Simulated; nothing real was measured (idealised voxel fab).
voxel released beams: a process module
It is cross-section cut that appears here, measuring 165 nm in width, its square cells being 5 nm in size.
Cross-section format: a grid of square cells, given as bands from top to bottom; each band is one or more rows of cells.
Band: top height; bottom height; in nm. Then, left to right: material with width in nm, for each material. "edge to edge": a single material spanning edge to edge. "blank": empty space.
Heights from 0 (as-received wafer is one material below). Bottom band endless downward, as "top 0, no bottom".
A width such as "30->40" changes by the same amount from each row of cells to the next, from the band's top row to its bottom row.
For the purposes of this document, the phrase "no modifications" attached to a step denotes that no cell within the cross-section was modified by that step.
Heads up: "Closed internal voids" only lists the empty pockets with no open path to the top that are 8 cells or more, and it writes them as width x height at distance, distance from the left edge, in nm.
On each step's line, the part that comes after the settings is the simulator's own comment on the step.
Among the settings permitted on a step's line is "overlay nm"; applied to a step with a mask, it specifies the extent to which the mask lay to the right of its planned position, whereas a negative figure signifies a position to the left.
[The planned process steps are enumerated hereunder]
1: RECEIVE with material Si
2: CONFORMAL_DEP with material SiN, thk nm 5
3: DIRECTIONAL_DEP with material SiO2, thk nm 20
4: DIRECTIONAL_DEP with material aC, thk nm 15
5: PATTERN with tone open, mask id ANCHOR, material resist, width nm 30, thk nm 30, overlay nm 0
6: DIRECTIONAL_ETCH with etch materials aC, depth nm 15
7: STRIP with etch materials resist
8: DIRECTIONAL_ETCH with etch materials SiO2, depth nm 20
9: STRIP with etch materials aC
10: CONFORMAL_DEP with material polySi, thk nm 10
11: PATTERN with tone cover, mask id BEAM, material resist, width nm 75, thk nm 15, overlay nm 0
12: DIRECTIONAL_ETCH with etch materials polySi, depth nm 10
13: STRIP with etch materials resist
14: STRIP with etch materials SiO2
[The cross-section here shows the wafer as received, i.e. in its state after step 1]
- top 0, no bottom | Si edge to edge
- Closed internal voids: none
[first wafer at the end, as planned]
- top 35, bottom 25 | blank: 40, polySi: 15, blank: 10, polySi: 50, blank: 50
- top 25, bottom 15 | blank: 45, polySi: 10, blank: 10, polySi: 10, blank: 90
- top 15, bottom 5 | blank: 45, polySi: 30, blank: 90
- top 5, bottom 0 | SiN edge to edge
- top 0, no bottom | Si edge to edge
- Closed internal voids: none
[Now the second wafer, cross-sectioned at the end of the module. Nothing different at the start, nothing different in the plan compared with the first, just one mistake when it was actually run]
- top 45, bottom 35 | blank: 40, polySi: 15, blank: 10, polySi: 50, blank: 50
- top 35, bottom 25 | blank: 45, polySi: 10, blank: 10, polySi: 10, blank: 90
- top 25, bottom 15 | blank: 45, polySi: 30, blank: 90
- top 15, bottom 0 | SiN edge to edge
- top 0, no bottom | Si edge to edge
- Closed internal voids: none
Short version of what went wrong: note that step 2 departed from the planned setting and was carried out as CONFORMAL_DEP with material SiN, thk nm 15
Counted in cells at the end, the second wafer holds more or fewer of these materials than the first: SiN: 66 more
